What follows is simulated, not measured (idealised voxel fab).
process module | voxel lift off
cross-section cut | 275 nm wide | cells 5 nm
A cross-section is a grid of square cells, given in bands from the top down. A band is one or more rows of cells.
Each band's line starts with the height of the band's top and of its bottom, in nm. Then come its materials from left to right, each with its width in nm. One material with "throughout" fills the band from edge to edge. "air" is empty space.
Height 0 is the level under which the wafer as received is all one material. The lowest band goes on downwards, as in "0 down".
A width such as "30 to 40" changes by the same amount from each row of cells to the next, from the band's top row to its bottom row.
"no change" after a step means that no cell of the cross-section changed.
closed voids: empty space of 8 cells or more with no open way to the top, each as width x height at its distance from the left edge, in nm
after a step's settings: what the simulator itself notes on the step
overlay nm, on a step with a mask: how far to the right of its planned place the mask lay; to the left if negative
plan
1 op RECEIVE | material Si
2 op CONFORMAL_DEP | material SiN | thk nm 15
3 op PATTERN | tone open | mask id LINES | material resist | width nm 30 | pitch nm 50 | thk nm 15 | overlay nm 0
4 op DIRECTIONAL_DEP | material Ru | thk nm 5
5 op STRIP | etch materials resist
6 op CONFORMAL_DEP | material SiN | thk nm 10
as received, after step 1
  0 down: Si throughout
  closed voids: none
first wafer at the end, as planned
  30 to 25: air 60 | SiN 150 | air 65
  25 to 20: SiN throughout
  20 to 15: SiN 70 | Ru 30 | SiN 20 | Ru 30 | SiN 20 | Ru 30 | SiN 75
  15 to 0: SiN throughout
  0 down: Si throughout
  closed voids: none
second wafer at the end: like start, like plan, one mistake
  45 to 40: air 60 | SiN 150 | air 65
  40 to 35: SiN throughout
  35 to 30: SiN 70 | Ru 30 | SiN 20 | Ru 30 | SiN 20 | Ru 30 | SiN 75
  30 to 0: SiN throughout
  0 down: Si throughout
  closed voids: none
what went wrong: step 2 was run twice
at the end the second wafer has, in cells: 165 more of SiN
